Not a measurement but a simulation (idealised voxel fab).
Documented hereafter: the process module known as voxel transistor to metal.
The cross-section shown here is cut; it is 295 nm wide and divided into square cells measuring 5 nm on a side.
If you're reading a cross-section in this doc, picture square cells in a grid; it comes to you as bands, top ones listed first down to the bottom, and a band can be one or more rows of cells.
Each band's line starts with the height of the band's top and of its bottom, in nm. Then come its materials from left to right, each with its width in nm. One material with "edge to edge" fills the band from edge to edge. "empty" is empty space.
A quick word on heights: they are counted from 0, and under that level the wafer as it came to us is one material throughout. The lowest band is different from the rest in having no bottom; it simply continues downward, written as in "0 and below".
Think of "30 to 40" as a width that walks from the first number to the second as you go down the band, top row to bottom row, taking equal-sized steps from row to row.
Any step labelled "identical to before" changed none of the cells in the cross-section.
This entry, "Closed void entries", enumerates those empty regions of no fewer than 8 cells that possess no open connection to the top. Each region is reported in the form width x height at distance, the distance being taken from the left edge, with all three quantities expressed in nm.
Heads up: the bit after the settings on a step's line is the simulator's remark on that step.
overlay nm: for a step with a mask, the amount by which the mask lay right of where it was planned; a negative amount means left of it.
Note: before/after cross-section pairs follow, one process step per pair, after-side truncated at the lowest changed band, step and settings given beneath. Different runs of this module on the same starting wafer may supply the pairs; a pair continues the one above only where the "Cross-section, before" entry says so.

Cross-section, before:
    0 and below  Si edge to edge
    Closed void entries: none

Cross-Section After Step:
    5 down to 0  SiO2 edge to edge
    below 0: unchanged
    Closed void entries: none
What step was run between the cross-section before it and the cross-section after it, both above? op CONFORMAL_DEP | material SiO2 | thk nm 5

Cross-section, before: Please consult the pair immediately above; the cross-section it shows after its step is the state before this step.

Cross-Section After Step:
    15 down to 5  SiN edge to edge
    below 5: unchanged
    Closed void entries: none
What step was run between the cross-section before it and the cross-section after it, both above? op CONFORMAL_DEP | material SiN | thk nm 10

Cross-section, before: Please consult the pair immediately above; the cross-section it shows after its step is the state before this step.

Cross-Section After Step:
    35 down to 15  20 empty | 110 resist | 30 empty | 110 resist | 25 empty
    below 15: unchanged
    Closed void entries: none
What step was run between the cross-section before it and the cross-section after it, both above? op PATTERN | tone cover | mask id ACTIVE | material resist | width nm 110 | pitch nm 140 | thk nm 20 | overlay nm 0

Cross-section, before: Please consult the pair immediately above; the cross-section it shows after its step is the state before this step.

Cross-Section After Step:
    35 down to 15  20 empty | 110 resist | 30 empty | 110 resist | 25 empty
    15 down to 5  20 empty | 110 SiN | 30 empty | 110 SiN | 25 empty
    below 5: unchanged
    Closed void entries: none
What step was run between the cross-section before it and the cross-section after it, both above? op DIRECTIONAL_ETCH | etch materials SiN | depth nm 10

Cross-section, before: Please consult the pair immediately above; the cross-section it shows after its step is the state before this step.

Cross-Section After Step:
    35 down to 15  20 empty | 110 resist | 30 empty | 110 resist | 25 empty
    15 down to 5  20 empty | 110 SiN | 30 empty | 110 SiN | 25 empty
    5 down to 0  20 empty | 110 SiO2 | 30 empty | 110 SiO2 | 25 empty
    below 0: unchanged
    Closed void entries: none
What step was run between the cross-section before it and the cross-section after it, both above? op DIRECTIONAL_ETCH | etch materials SiO2 | depth nm 5

Cross-section, before: Please consult the pair immediately above; the cross-section it shows after its step is the state before this step.

Cross-Section After Step:
    35 down to 15  20 empty | 110 resist | 30 empty | 110 resist | 25 empty
    15 down to 5  20 empty | 110 SiN | 30 empty | 110 SiN | 25 empty
    5 down to 0  20 empty | 110 SiO2 | 30 empty | 110 SiO2 | 25 empty
    0 down to -35  20 empty | 110 Si | 30 empty | 110 Si | 25 empty
    below -35: unchanged
    Closed void entries: none
What step was run between the cross-section before it and the cross-section after it, both above? op DIRECTIONAL_ETCH | etch materials Si | depth nm 35

Cross-section, before: Please consult the pair immediately above; the cross-section it shows after its step is the state before this step.

Cross-Section After Step:
    15 down to 5  20 empty | 110 SiN | 30 empty | 110 SiN | 25 empty
    below 5: unchanged
    Closed void entries: none
What step was run between the cross-section before it and the cross-section after it, both above? op STRIP | etch materials resist

Cross-section, before: Please consult the pair immediately above; the cross-section it shows after its step is the state before this step.

Cross-Section After Step:
    25 down to 15  SiO2 edge to edge
    15 down to 5  20 SiO2 | 110 SiN | 30 SiO2 | 110 SiN | 25 SiO2
    5 down to 0  SiO2 edge to edge
    0 down to -35  20 SiO2 | 110 Si | 30 SiO2 | 110 Si | 25 SiO2
    below -35: unchanged
    Closed void entries: none
What step was run between the cross-section before it and the cross-section after it, both above? op FILL_DEP | material SiO2 | thk nm 10

Cross-section, before: Please consult the pair immediately above; the cross-section it shows after its step is the state before this step.

Cross-Section After Step:
    15 down to 5  20 SiO2 | 110 SiN | 30 SiO2 | 110 SiN | 25 SiO2
    below 5: unchanged
    Closed void entries: none
What step was run between the cross-section before it and the cross-section after it, both above? op CMP | height nm 15

Cross-section, before: Please consult the pair immediately above; the cross-section it shows after its step is the state before this step.

Cross-Section After Step:
    15 down to 10  20 empty | 110 SiN | 30 empty | 110 SiN | 25 empty
    below 10: unchanged
    Closed void entries: none
What step was run between the cross-section before it and the cross-section after it, both above? op SELECTIVE_ETCH | etch materials SiO2 | depth nm 5

Cross-section, before: Please consult the pair immediately above; the cross-section it shows after its step is the state before this step.

Cross-Section After Step:
    10 down to 5  20 SiO2 | 110 empty | 30 SiO2 | 110 empty | 25 SiO2
    below 5: unchanged
    Closed void entries: none
What step was run between the cross-section before it and the cross-section after it, both above? op STRIP | etch materials SiN

Cross-section, before: Please consult the pair immediately above; the cross-section it shows after its step is the state before this step.

Cross-Section After Step:
    5 down to 0  15 SiO2 | 120 empty | 20 SiO2 | 120 empty | 20 SiO2
    below 0: unchanged
    Closed void entries: none
What step was run between the cross-section before it and the cross-section after it, both above? op SELECTIVE_ETCH | etch materials SiO2 | depth nm 5

Cross-section, before: Please consult the pair immediately above; the cross-section it shows after its step is the state before this step.

Cross-Section After Step:
    5 down to 0  15 SiO2 | 120 empty | 20 SiO2 | 120 empty | 20 SiO2
    0 down to -5  SiO2 edge to edge
    below -5: unchanged
    Closed void entries: none
What step was run between the cross-section before it and the cross-section after it, both above? op OXIDIZE | depth nm 5

Cross-section, before: Please consult the pair immediately above; the cross-section it shows after its step is the state before this step.

Cross-Section After Step:
    30 down to 25  15 polySi | 120 empty | 20 polySi | 120 empty | 20 polySi
    25 down to 5  polySi edge to edge
    5 down to 0  15 SiO2 | 120 polySi | 20 SiO2 | 120 polySi | 20 SiO2
    below 0: unchanged
    Closed void entries: none
What step was run between the cross-section before it and the cross-section after it, both above? op DIRECTIONAL_DEP | material polySi | thk nm 25

Cross-section, before: Please consult the pair immediately above; the cross-section it shows after its step is the state before this step.

Cross-Section After Step:
    45 down to 40  15 SiCN | 120 empty | 20 SiCN | 120 empty | 20 SiCN
    40 down to 30  SiCN edge to edge
    30 down to 25  15 polySi | 120 SiCN | 20 polySi | 120 SiCN | 20 polySi
    below 25: unchanged
    Closed void entries: none
What step was run between the cross-section before it and the cross-section after it, both above? op DIRECTIONAL_DEP | material SiCN | thk nm 15

Cross-section, before: Please consult the pair immediately above; the cross-section it shows after its step is the state before this step.

Cross-Section After Step:
    65 down to 45  60 empty | 30 resist | 110 empty | 30 resist | 65 empty
    45 down to 40  15 SiCN | 45 empty | 30 resist | 45 empty | 20 SiCN | 45 empty | 30 resist | 45 empty | 20 SiCN
    below 40: unchanged
    Closed void entries: none
What step was run between the cross-section before it and the cross-section after it, both above? op PATTERN | tone cover | mask id GATE | material resist | width nm 30 | pitch nm 140 | thk nm 20 | overlay nm 0

Cross-section, before: Please consult the pair immediately above; the cross-section it shows after its step is the state before this step.

Cross-Section After Step:
    65 down to 40  60 empty | 30 resist | 110 empty | 30 resist | 65 empty
    40 down to 30  60 empty | 30 SiCN | 110 empty | 30 SiCN | 65 empty
    30 down to 25  15 polySi | 45 empty | 30 SiCN | 45 empty | 20 polySi | 45 empty | 30 SiCN | 45 empty | 20 polySi
    below 25: unchanged
    Closed void entries: none
What step was run between the cross-section before it and the cross-section after it, both above? op DIRECTIONAL_ETCH | etch materials SiCN | depth nm 25

Cross-section, before: Please consult the pair immediately above; the cross-section it shows after its step is the state before this step.

Cross-Section After Step:
    65 down to 40  60 empty | 30 resist | 110 empty | 30 resist | 65 empty
    40 down to 25  60 empty | 30 SiCN | 110 empty | 30 SiCN | 65 empty
    25 down to 5  60 empty | 30 polySi | 110 empty | 30 polySi | 65 empty
    5 down to 0  15 SiO2 | 45 empty | 30 polySi | 45 empty | 20 SiO2 | 45 empty | 30 polySi | 45 empty | 20 SiO2
    below 0: unchanged
    Closed void entries: none
What step was run between the cross-section before it and the cross-section after it, both above? op DIRECTIONAL_ETCH | etch materials polySi | depth nm 35

Cross-section, before: Please consult the pair immediately above; the cross-section it shows after its step is the state before this step.

Cross-Section After Step:
    40 down to 25  60 empty | 30 SiCN | 110 empty | 30 SiCN | 65 empty
    below 25: unchanged
    Closed void entries: none
What step was run between the cross-section before it and the cross-section after it, both above? op STRIP | etch materials resist

Cross-section, before: Please consult the pair immediately above; the cross-section it shows after its step is the state before this step.

Cross-Section After Step:
    45 down to 40  55 empty | 40 SiO2 | 100 empty | 40 SiO2 | 60 empty
    40 down to 25  55 empty | 5 SiO2 | 30 SiCN | 5 SiO2 | 100 empty | 5 SiO2 | 30 SiCN | 5 SiO2 | 60 empty
    25 down to 10  55 empty | 5 SiO2 | 30 polySi | 5 SiO2 | 100 empty | 5 SiO2 | 30 polySi | 5 SiO2 | 60 empty
    10 down to 5  20 SiO2 | 35 empty | 5 SiO2 | 30 polySi | 5 SiO2 | 35 empty | 30 SiO2 | 35 empty | 5 SiO2 | 30 polySi | 5 SiO2 | 35 empty | 25 SiO2
    5 down to 0  60 SiO2 | 30 polySi | 110 SiO2 | 30 polySi | 65 SiO2
    below 0: unchanged
    Closed void entries: none
What step was run between the cross-section before it and the cross-section after it, both above? op CONFORMAL_DEP | material SiO2 | thk nm 5

Cross-section, before: Please consult the pair immediately above; the cross-section it shows after its step is the state before this step.

Cross-Section After Step:
    40 down to 25  55 empty | 5 SiO2 | 30 SiCN | 5 SiO2 | 100 empty | 5 SiO2 | 30 SiCN | 5 SiO2 | 60 empty
    25 down to 5  55 empty | 5 SiO2 | 30 polySi | 5 SiO2 | 100 empty | 5 SiO2 | 30 polySi | 5 SiO2 | 60 empty
    5 down to 0  20 SiO2 | 35 empty | 5 SiO2 | 30 polySi | 5 SiO2 | 35 empty | 30 SiO2 | 35 empty | 5 SiO2 | 30 polySi | 5 SiO2 | 35 empty | 25 SiO2
    below 0: unchanged
    Closed void entries: none
What step was run between the cross-section before it and the cross-section after it, both above? op DIRECTIONAL_ETCH | etch materials SiO2 | depth nm 5

Cross-section, before: Please consult the pair immediately above; the cross-section it shows after its step is the state before this step.

Cross-Section After Step:
    50 down to 40  45 empty | 60 SiN | 80 empty | 60 SiN | 50 empty
    40 down to 25  45 empty | 10 SiN | 5 SiO2 | 30 SiCN | 5 SiO2 | 10 SiN | 80 empty | 10 SiN | 5 SiO2 | 30 SiCN | 5 SiO2 | 10 SiN | 50 empty
    25 down to 15  45 empty | 10 SiN | 5 SiO2 | 30 polySi | 5 SiO2 | 10 SiN | 80 empty | 10 SiN | 5 SiO2 | 30 polySi | 5 SiO2 | 10 SiN | 50 empty
    15 down to 10  30 SiN | 15 empty | 10 SiN | 5 SiO2 | 30 polySi | 5 SiO2 | 10 SiN | 15 empty | 50 SiN | 15 empty | 10 SiN | 5 SiO2 | 30 polySi | 5 SiO2 | 10 SiN | 15 empty | 35 SiN
    10 down to 5  55 SiN | 5 SiO2 | 30 polySi | 5 SiO2 | 100 SiN | 5 SiO2 | 30 polySi | 5 SiO2 | 60 SiN
    5 down to 0  20 SiO2 | 35 SiN | 5 SiO2 | 30 polySi | 5 SiO2 | 35 SiN | 30 SiO2 | 35 SiN | 5 SiO2 | 30 polySi | 5 SiO2 | 35 SiN | 25 SiO2
    below 0: unchanged
    Closed void entries: none
What step was run between the cross-section before it and the cross-section after it, both above? op CONFORMAL_DEP | material SiN | thk nm 10

Cross-section, before: Please consult the pair immediately above; the cross-section it shows after its step is the state before this step.

Cross-Section After Step:
    40 down to 25  45 empty | 10 SiN | 5 SiO2 | 30 SiCN | 5 SiO2 | 10 SiN | 80 empty | 10 SiN | 5 SiO2 | 30 SiCN | 5 SiO2 | 10 SiN | 50 empty
    25 down to 5  45 empty | 10 SiN | 5 SiO2 | 30 polySi | 5 SiO2 | 10 SiN | 80 empty | 10 SiN | 5 SiO2 | 30 polySi | 5 SiO2 | 10 SiN | 50 empty
    5 down to 0  20 SiO2 | 10 SiN | 15 empty | 10 SiN | 5 SiO2 | 30 polySi | 5 SiO2 | 10 SiN | 15 empty | 10 SiN | 30 SiO2 | 10 SiN | 15 empty | 10 SiN | 5 SiO2 | 30 polySi | 5 SiO2 | 10 SiN | 15 empty | 10 SiN | 25 SiO2
    below 0: unchanged
    Closed void entries: none
What step was run between the cross-section before it and the cross-section after it, both above? op DIRECTIONAL_ETCH | etch materials SiN | depth nm 10

Cross-section, before: Please consult the pair immediately above; the cross-section it shows after its step is the state before this step.

Cross-Section After Step:
    40 down to 35  45 empty | 10 SiN | 5 empty | 30 SiCN | 5 empty | 10 SiN | 80 empty | 10 SiN | 5 empty | 30 SiCN | 5 empty | 10 SiN | 50 empty
    35 down to 25  45 empty | 10 SiN | 5 SiO2 | 30 SiCN | 5 SiO2 | 10 SiN | 80 empty | 10 SiN | 5 SiO2 | 30 SiCN | 5 SiO2 | 10 SiN | 50 empty
    25 down to 5  45 empty | 10 SiN | 5 SiO2 | 30 polySi | 5 SiO2 | 10 SiN | 80 empty | 10 SiN | 5 SiO2 | 30 polySi | 5 SiO2 | 10 SiN | 50 empty
    5 down to 0  20 empty | 10 SiN | 15 empty | 10 SiN | 5 SiO2 | 30 polySi | 5 SiO2 | 10 SiN | 15 empty | 10 SiN | 30 empty | 10 SiN | 15 empty | 10 SiN | 5 SiO2 | 30 polySi | 5 SiO2 | 10 SiN | 15 empty | 10 SiN | 25 empty
    0 down to -5  30 SiO2 | 15 empty | 60 SiO2 | 15 empty | 50 SiO2 | 15 empty | 60 SiO2 | 15 empty | 35 SiO2
    below -5: unchanged
    Closed void entries: none
What step was run between the cross-section before it and the cross-section after it, both above? op DIRECTIONAL_ETCH | etch materials SiO2 | depth nm 5

Cross-section, before: Please consult the pair immediately above; the cross-section it shows after its step is the state before this step.

Cross-Section After Step:
    40 down to 35  45 empty | 10 SiN | 5 empty | 30 SiCN | 5 empty | 10 SiN | 80 empty | 10 SiN | 5 empty | 30 SiCN | 5 empty | 10 SiN | 50 empty
    35 down to 25  45 empty | 10 SiN | 5 SiO2 | 30 SiCN | 5 SiO2 | 10 SiN | 80 empty | 10 SiN | 5 SiO2 | 30 SiCN | 5 SiO2 | 10 SiN | 50 empty
    25 down to 5  45 empty | 10 SiN | 5 SiO2 | 30 polySi | 5 SiO2 | 10 SiN | 80 empty | 10 SiN | 5 SiO2 | 30 polySi | 5 SiO2 | 10 SiN | 50 empty
    5 down to 0  20 empty | 10 SiN | 15 empty | 10 SiN | 5 SiO2 | 30 polySi | 5 SiO2 | 10 SiN | 15 empty | 10 SiN | 30 empty | 10 SiN | 15 empty | 10 SiN | 5 SiO2 | 30 polySi | 5 SiO2 | 10 SiN | 15 empty | 10 SiN | 25 empty
    0 down to -5  30 SiO2 | 15 empty | 60 SiO2 | 15 empty | 50 SiO2 | 15 empty | 60 SiO2 | 15 empty | 35 SiO2
    -5 down to -15  20 SiO2 | 10 Si | 15 empty | 60 Si | 15 empty | 10 Si | 30 SiO2 | 10 Si | 15 empty | 60 Si | 15 empty | 10 Si | 25 SiO2
    below -15: unchanged
    Closed void entries: none
What step was run between the cross-section before it and the cross-section after it, both above? op DIRECTIONAL_ETCH | etch materials Si | depth nm 10

Cross-section, before: Please consult the pair immediately above; the cross-section it shows after its step is the state before this step.

Cross-Section After Step:
    40 down to 35  45 empty | 10 SiN | 5 empty | 30 SiCN | 5 empty | 10 SiN | 80 empty | 10 SiN | 5 empty | 30 SiCN | 5 empty | 10 SiN | 50 empty
    35 down to 25  45 empty | 10 SiN | 5 SiO2 | 30 SiCN | 5 SiO2 | 10 SiN | 80 empty | 10 SiN | 5 SiO2 | 30 SiCN | 5 SiO2 | 10 SiN | 50 empty
    25 down to 5  45 empty | 10 SiN | 5 SiO2 | 30 polySi | 5 SiO2 | 10 SiN | 80 empty | 10 SiN | 5 SiO2 | 30 polySi | 5 SiO2 | 10 SiN | 50 empty
    5 down to 0  20 empty | 10 SiN | 15 nSi | 10 SiN | 5 SiO2 | 30 polySi | 5 SiO2 | 10 SiN | 15 nSi | 10 SiN | 30 empty | 10 SiN | 15 nSi | 10 SiN | 5 SiO2 | 30 polySi | 5 SiO2 | 10 SiN | 15 nSi | 10 SiN | 25 empty
    0 down to -5  30 SiO2 | 15 nSi | 60 SiO2 | 15 nSi | 50 SiO2 | 15 nSi | 60 SiO2 | 15 nSi | 35 SiO2
    -5 down to -15  20 SiO2 | 10 Si | 15 nSi | 60 Si | 15 nSi | 10 Si | 30 SiO2 | 10 Si | 15 nSi | 60 Si | 15 nSi | 10 Si | 25 SiO2
    below -15: unchanged
    Closed void entries: none
What step was run between the cross-section before it and the cross-section after it, both above? op EPI | material nSi | thk nm 10

Cross-section, before: Please consult the pair immediately above; the cross-section it shows after its step is the state before this step.

Cross-Section After Step:
    50 down to 40  SiO2 edge to edge
    40 down to 25  45 SiO2 | 10 SiN | 5 SiO2 | 30 SiCN | 5 SiO2 | 10 SiN | 80 SiO2 | 10 SiN | 5 SiO2 | 30 SiCN | 5 SiO2 | 10 SiN | 50 SiO2
    25 down to 5  45 SiO2 | 10 SiN | 5 SiO2 | 30 polySi | 5 SiO2 | 10 SiN | 80 SiO2 | 10 SiN | 5 SiO2 | 30 polySi | 5 SiO2 | 10 SiN | 50 SiO2
    5 down to 0  20 SiO2 | 10 SiN | 15 nSi | 10 SiN | 5 SiO2 | 30 polySi | 5 SiO2 | 10 SiN | 15 nSi | 10 SiN | 30 SiO2 | 10 SiN | 15 nSi | 10 SiN | 5 SiO2 | 30 polySi | 5 SiO2 | 10 SiN | 15 nSi | 10 SiN | 25 SiO2
    below 0: unchanged
    Closed void entries: none
What step was run between the cross-section before it and the cross-section after it, both above? op FILL_DEP | material SiO2 | thk nm 10

Cross-section, before: Please consult the pair immediately above; the cross-section it shows after its step is the state before this step.

Cross-Section After Step:
    25 down to 5  45 SiO2 | 10 SiN | 5 SiO2 | 30 polySi | 5 SiO2 | 10 SiN | 80 SiO2 | 10 SiN | 5 SiO2 | 30 polySi | 5 SiO2 | 10 SiN | 50 SiO2
    below 5: unchanged
    Closed void entries: none
What step was run between the cross-section before it and the cross-section after it, both above? op CMP | height nm 25

Cross-section, before: Please consult the pair immediately above; the cross-section it shows after its step is the state before this step.

Cross-Section After Step:
    25 down to 5  45 SiO2 | 10 SiN | 5 SiO2 | 30 empty | 5 SiO2 | 10 SiN | 80 SiO2 | 10 SiN | 5 SiO2 | 30 empty | 5 SiO2 | 10 SiN | 50 SiO2
    5 down to 0  20 SiO2 | 10 SiN | 15 nSi | 10 SiN | 5 SiO2 | 30 empty | 5 SiO2 | 10 SiN | 15 nSi | 10 SiN | 30 SiO2 | 10 SiN | 15 nSi | 10 SiN | 5 SiO2 | 30 empty | 5 SiO2 | 10 SiN | 15 nSi | 10 SiN | 25 SiO2
    below 0: unchanged
    Closed void entries: none
What step was run between the cross-section before it and the cross-section after it, both above? op STRIP | etch materials polySi

Cross-section, before: Please consult the pair immediately above; the cross-section it shows after its step is the state before this step.

Cross-Section After Step:
    25 down to 20  45 empty | 10 SiN | 40 empty | 10 SiN | 80 empty | 10 SiN | 40 empty | 10 SiN | 50 empty
    20 down to 5  45 SiO2 | 10 SiN | 40 empty | 10 SiN | 80 SiO2 | 10 SiN | 40 empty | 10 SiN | 50 SiO2
    5 down to 0  20 SiO2 | 10 SiN | 15 nSi | 10 SiN | 40 empty | 10 SiN | 15 nSi | 10 SiN | 30 SiO2 | 10 SiN | 15 nSi | 10 SiN | 40 empty | 10 SiN | 15 nSi | 10 SiN | 25 SiO2
    0 down to -5  30 SiO2 | 15 nSi | 10 SiO2 | 40 empty | 10 SiO2 | 15 nSi | 50 SiO2 | 15 nSi | 10 SiO2 | 40 empty | 10 SiO2 | 15 nSi | 35 SiO2
    below -5: unchanged
    Closed void entries: none
What step was run between the cross-section before it and the cross-section after it, both above? op SELECTIVE_ETCH | etch materials SiO2 | depth nm 5

Cross-section, before: Please consult the pair immediately above; the cross-section it shows after its step is the state before this step.

Cross-Section After Step:
    30 down to 25  40 empty | 20 HfO2 | 30 empty | 20 HfO2 | 70 empty | 20 HfO2 | 30 empty | 20 HfO2 | 45 empty
    25 down to 20  45 HfO2 | 10 SiN | 5 HfO2 | 30 empty | 5 HfO2 | 10 SiN | 80 HfO2 | 10 SiN | 5 HfO2 | 30 empty | 5 HfO2 | 10 SiN | 50 HfO2
    20 down to 5  45 SiO2 | 10 SiN | 5 HfO2 | 30 empty | 5 HfO2 | 10 SiN | 80 SiO2 | 10 SiN | 5 HfO2 | 30 empty | 5 HfO2 | 10 SiN | 50 SiO2
    5 down to 0  20 SiO2 | 10 SiN | 15 nSi | 10 SiN | 5 HfO2 | 30 empty | 5 HfO2 | 10 SiN | 15 nSi | 10 SiN | 30 SiO2 | 10 SiN | 15 nSi | 10 SiN | 5 HfO2 | 30 empty | 5 HfO2 | 10 SiN | 15 nSi | 10 SiN | 25 SiO2
    0 down to -5  30 SiO2 | 15 nSi | 10 SiO2 | 40 HfO2 | 10 SiO2 | 15 nSi | 50 SiO2 | 15 nSi | 10 SiO2 | 40 HfO2 | 10 SiO2 | 15 nSi | 35 SiO2
    below -5: unchanged
    Closed void entries: none
What step was run between the cross-section before it and the cross-section after it, both above? op CONFORMAL_DEP | material HfO2 | thk nm 5

Cross-section, before: Please consult the pair immediately above; the cross-section it shows after its step is the state before this step.

Cross-Section After Step:
    35 down to 30  35 empty | 30 TiN | 20 empty | 30 TiN | 60 empty | 30 TiN | 20 empty | 30 TiN | 40 empty
    30 down to 25  40 TiN | 20 HfO2 | 5 TiN | 20 empty | 5 TiN | 20 HfO2 | 70 TiN | 20 HfO2 | 5 TiN | 20 empty | 5 TiN | 20 HfO2 | 45 TiN
    25 down to 20  45 HfO2 | 10 SiN | 5 HfO2 | 5 TiN | 20 empty | 5 TiN | 5 HfO2 | 10 SiN | 80 HfO2 | 10 SiN | 5 HfO2 | 5 TiN | 20 empty | 5 TiN | 5 HfO2 | 10 SiN | 50 HfO2
    20 down to 5  45 SiO2 | 10 SiN | 5 HfO2 | 5 TiN | 20 empty | 5 TiN | 5 HfO2 | 10 SiN | 80 SiO2 | 10 SiN | 5 HfO2 | 5 TiN | 20 empty | 5 TiN | 5 HfO2 | 10 SiN | 50 SiO2
    5 down to 0  20 SiO2 | 10 SiN | 15 nSi | 10 SiN | 5 HfO2 | 30 TiN | 5 HfO2 | 10 SiN | 15 nSi | 10 SiN | 30 SiO2 | 10 SiN | 15 nSi | 10 SiN | 5 HfO2 | 30 TiN | 5 HfO2 | 10 SiN | 15 nSi | 10 SiN | 25 SiO2
    below 0: unchanged
    Closed void entries: none
What step was run between the cross-section before it and the cross-section after it, both above? op CONFORMAL_DEP | material TiN | thk nm 5

Cross-section, before: Please consult the pair immediately above; the cross-section it shows after its step is the state before this step.

Cross-Section After Step:
    45 down to 35  W edge to edge
    35 down to 30  35 W | 30 TiN | 20 W | 30 TiN | 60 W | 30 TiN | 20 W | 30 TiN | 40 W
    30 down to 25  40 TiN | 20 HfO2 | 5 TiN | 20 W | 5 TiN | 20 HfO2 | 70 TiN | 20 HfO2 | 5 TiN | 20 W | 5 TiN | 20 HfO2 | 45 TiN
    25 down to 20  45 HfO2 | 10 SiN | 5 HfO2 | 5 TiN | 20 W | 5 TiN | 5 HfO2 | 10 SiN | 80 HfO2 | 10 SiN | 5 HfO2 | 5 TiN | 20 W | 5 TiN | 5 HfO2 | 10 SiN | 50 HfO2
    20 down to 5  45 SiO2 | 10 SiN | 5 HfO2 | 5 TiN | 20 W | 5 TiN | 5 HfO2 | 10 SiN | 80 SiO2 | 10 SiN | 5 HfO2 | 5 TiN | 20 W | 5 TiN | 5 HfO2 | 10 SiN | 50 SiO2
    below 5: unchanged
    Closed void entries: none
What step was run between the cross-section before it and the cross-section after it, both above? op FILL_DEP | material W | thk nm 10

Cross-section, before: Please consult the pair immediately above; the cross-section it shows after its step is the state before this step.

Cross-Section After Step:
    20 down to 5  45 SiO2 | 10 SiN | 5 HfO2 | 5 TiN | 20 W | 5 TiN | 5 HfO2 | 10 SiN | 80 SiO2 | 10 SiN | 5 HfO2 | 5 TiN | 20 W | 5 TiN | 5 HfO2 | 10 SiN | 50 SiO2
    below 5: unchanged
    Closed void entries: none
What step was run between the cross-section before it and the cross-section after it, both above? op CMP | height nm 20

Cross-section, before: Please consult the pair immediately above; the cross-section it shows after its step is the state before this step.

Cross-Section After Step:
    35 down to 20  SiO2 edge to edge
    below 20: unchanged
    Closed void entries: none
What step was run between the cross-section before it and the cross-section after it, both above? op DIRECTIONAL_DEP | material SiO2 | thk nm 15

Cross-section, before: Please consult the pair immediately above; the cross-section it shows after its step is the state before this step.

Cross-Section After Step:
    50 down to 35  25 resist | 15 empty | 70 resist | 15 empty | 40 resist | 15 empty | 70 resist | 15 empty | 30 resist
    below 35: unchanged
    Closed void entries: none
What step was run between the cross-section before it and the cross-section after it, both above? op PATTERN | tone open | mask id CONTACT | material resist | width nm 15 | thk nm 15 | overlay nm 0

Cross-section, before: Please consult the pair immediately above; the cross-section it shows after its step is the state before this step.

Cross-Section After Step:
    50 down to 35  25 resist | 15 empty | 70 resist | 15 empty | 40 resist | 15 empty | 70 resist | 15 empty | 30 resist
    35 down to 20  25 SiO2 | 15 empty | 70 SiO2 | 15 empty | 40 SiO2 | 15 empty | 70 SiO2 | 15 empty | 30 SiO2
    20 down to 5  25 SiO2 | 15 empty | 5 SiO2 | 10 SiN | 5 HfO2 | 5 TiN | 20 W | 5 TiN | 5 HfO2 | 10 SiN | 5 SiO2 | 15 empty | 40 SiO2 | 15 empty | 5 SiO2 | 10 SiN | 5 HfO2 | 5 TiN | 20 W | 5 TiN | 5 HfO2 | 10 SiN | 5 SiO2 | 15 empty | 30 SiO2
    below 5: unchanged
    Closed void entries: none
What step was run between the cross-section before it and the cross-section after it, both above? op DIRECTIONAL_ETCH | etch materials SiO2 | depth nm 30

Cross-section, before: Please consult the pair immediately above; the cross-section it shows after its step is the state before this step.

Cross-Section After Step:
    35 down to 20  25 SiO2 | 15 empty | 70 SiO2 | 15 empty | 40 SiO2 | 15 empty | 70 SiO2 | 15 empty | 30 SiO2
    below 20: unchanged
    Closed void entries: none
What step was run between the cross-section before it and the cross-section after it, both above? op STRIP | etch materials resist

Cross-section, before: Please consult the pair immediately above; the cross-section it shows after its step is the state before this step.

Cross-Section After Step:
    40 down to 35  30 TiN | 5 empty | 80 TiN | 5 empty | 50 TiN | 5 empty | 80 TiN | 5 empty | 35 TiN
    35 down to 20  25 SiO2 | 5 TiN | 5 empty | 5 TiN | 70 SiO2 | 5 TiN | 5 empty | 5 TiN | 40 SiO2 | 5 TiN | 5 empty | 5 TiN | 70 SiO2 | 5 TiN | 5 empty | 5 TiN | 30 SiO2
    20 down to 10  25 SiO2 | 5 TiN | 5 empty | 5 TiN | 5 SiO2 | 10 SiN | 5 HfO2 | 5 TiN | 20 W | 5 TiN | 5 HfO2 | 10 SiN | 5 SiO2 | 5 TiN | 5 empty | 5 TiN | 40 SiO2 | 5 TiN | 5 empty | 5 TiN | 5 SiO2 | 10 SiN | 5 HfO2 | 5 TiN | 20 W | 5 TiN | 5 HfO2 | 10 SiN | 5 SiO2 | 5 TiN | 5 empty | 5 TiN | 30 SiO2
    10 down to 5  25 SiO2 | 15 TiN | 5 SiO2 | 10 SiN | 5 HfO2 | 5 TiN | 20 W | 5 TiN | 5 HfO2 | 10 SiN | 5 SiO2 | 15 TiN | 40 SiO2 | 15 TiN | 5 SiO2 | 10 SiN | 5 HfO2 | 5 TiN | 20 W | 5 TiN | 5 HfO2 | 10 SiN | 5 SiO2 | 15 TiN | 30 SiO2
    below 5: unchanged
    Closed void entries: none
What step was run between the cross-section before it and the cross-section after it, both above? op CONFORMAL_DEP | material TiN | thk nm 5

Cross-section, before: Please consult the pair immediately above; the cross-section it shows after its step is the state before this step.

Cross-Section After Step:
    45 down to 40  W edge to edge
    40 down to 35  30 TiN | 5 W | 80 TiN | 5 W | 50 TiN | 5 W | 80 TiN | 5 W | 35 TiN
    35 down to 20  25 SiO2 | 5 TiN | 5 W | 5 TiN | 70 SiO2 | 5 TiN | 5 W | 5 TiN | 40 SiO2 | 5 TiN | 5 W | 5 TiN | 70 SiO2 | 5 TiN | 5 W | 5 TiN | 30 SiO2
    20 down to 10  25 SiO2 | 5 TiN | 5 W | 5 TiN | 5 SiO2 | 10 SiN | 5 HfO2 | 5 TiN | 20 W | 5 TiN | 5 HfO2 | 10 SiN | 5 SiO2 | 5 TiN | 5 W | 5 TiN | 40 SiO2 | 5 TiN | 5 W | 5 TiN | 5 SiO2 | 10 SiN | 5 HfO2 | 5 TiN | 20 W | 5 TiN | 5 HfO2 | 10 SiN | 5 SiO2 | 5 TiN | 5 W | 5 TiN | 30 SiO2
    below 10: unchanged
    Closed void entries: none
What step was run between the cross-section before it and the cross-section after it, both above? op FILL_DEP | material W | thk nm 5

Cross-section, before: Please consult the pair immediately above; the cross-section it shows after its step is the state before this step.

Cross-Section After Step:
    35 down to 20  25 SiO2 | 5 TiN | 5 W | 5 TiN | 70 SiO2 | 5 TiN | 5 W | 5 TiN | 40 SiO2 | 5 TiN | 5 W | 5 TiN | 70 SiO2 | 5 TiN | 5 W | 5 TiN | 30 SiO2
    below 20: unchanged
    Closed void entries: none
What step was run between the cross-section before it and the cross-section after it, both above? op CMP | height nm 35

Cross-section, before: Please consult the pair immediately above; the cross-section it shows after its step is the state before this step.

Cross-Section After Step:
    40 down to 35  TiN edge to edge
    below 35: unchanged
    Closed void entries: none
What step was run between the cross-section before it and the cross-section after it, both above? op DIRECTIONAL_DEP | material TiN | thk nm 5
